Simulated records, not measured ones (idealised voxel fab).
You're looking at the process module voxel self aligned vias.
Xsec cut, 235 nm wide, square cell size 5 nm.
Bands, listed from the top down, are how a cross-section gets written in this document; the cross-section itself is a grid of square cells, and a band is one or more rows of them. In this notation a band is specified by the heights of its top and bottom, in that order and in nm, after which its materials appear from left to right, each paired with its width in nm. The word "all across" attached to a single material means that material fills the band from edge to edge; the word "blank" stands for empty space. Height is counted from the level 0, under which the received wafer is composed throughout of one material. The lowest of the bands is not closed at the bottom but continues downward, in the notation "0..down". A width given as "30..40" starts at the first number in the band's top row and ends at the second number in its bottom row, shifting by an equal amount at every step from row to row. "everything unchanged" after a step means that no cell of the cross-section changed. Enclosed voids (no open way to top), threshold 8 cells or more, entry "Cavities, closed", notation width x height at distance, distance from left edge, nm. after a step's settings: what the simulator itself notes on the step. A step line may carry the setting "overlay nm", which, for steps involving a mask, states the distance by which the mask lay to the right of its intended position; negative values denote displacement to the left.

[Process steps (planned)]
| 1 | RECEIVE: material Si |
| 2 | CONFORMAL_DEP: material SiO2, thk nm 15 |
| 3 | CONFORMAL_DEP: material SiCN, thk nm 5 |
| 4 | DIRECTIONAL_DEP: material SiO2, thk nm 30 |
| 5 | DIRECTIONAL_DEP: material aC, thk nm 15 |
| 6 | PATTERN: tone open, mask id LINES, material resist, width nm 25, pitch nm 60, thk nm 30, overlay nm 0 |
| 7 | DIRECTIONAL_ETCH: etch materials aC, depth nm 15 |
| 8 | STRIP: etch materials resist |
| 9 | DIRECTIONAL_ETCH: etch materials SiO2, depth nm 30 |
| 10 | STRIP: etch materials aC |
| 11 | CONFORMAL_DEP: material TiN, thk nm 5 |
| 12 | FILL_DEP: material W, thk nm 10 |
| 13 | CMP: height nm 50 |
| 14 | SELECTIVE_ETCH: etch materials W Ru TiN, depth nm 10 |
| 15 | FILL_DEP: material SiN, thk nm 10 |
| 16 | CMP: height nm 50 |
| 17 | DIRECTIONAL_DEP: material SiO2, thk nm 15 |
| 18 | MASKED_ETCH: tone open, mask id VIAS, width nm 35, etch materials SiO2, depth nm 15, overlay nm 0 |
| 19 | MASKED_ETCH: tone open, mask id VIAS, width nm 45, etch materials SiN, depth nm 10, overlay nm 0 |
| 20 | CONFORMAL_DEP: material TiN, thk nm 5 |
| 21 | FILL_DEP: material Ru, thk nm 5 |
| 22 | CMP: height nm 65 |
| 23 | CONFORMAL_DEP: material SiN, thk nm 5 |
Among the wafers covered here, the point of difference is the width nm at step 18; their starting state is shared, and the plan presents the value of the first wafer.

[Cross-section: the first of several wafers in its as-received state, i.e. following step 1]
    0..down | Si all across
    Cavities, closed: none

[The following table contains a row per wafer, in which are reported, at the conclusion of the module, the cells of each material gained (+) or lost (-) since the wafer's receipt, with its closed voids given thereafter]
width nm 35, +16 Ru, +47 SiCN, +57 SiN, +483 SiO2, +37 TiN, +18 W, Cavities, closed: none
width nm 40, +18 Ru, +47 SiCN, +57 SiN, +480 SiO2, +38 TiN, +18 W, Cavities, closed: none
width nm 45, +20 Ru, +47 SiCN, +57 SiN, +477 SiO2, +39 TiN, +18 W, Cavities, closed: none
width nm 50, +22 Ru, +47 SiCN, +57 SiN, +474 SiO2, +40 TiN, +18 W, Cavities, closed: none
width nm 55, +24 Ru, +47 SiCN, +57 SiN, +471 SiO2, +41 TiN, +18 W, Cavities, closed: none
width nm 60, +26 Ru, +47 SiCN, +57 SiN, +468 SiO2, +42 TiN, +18 W, Cavities, closed: none
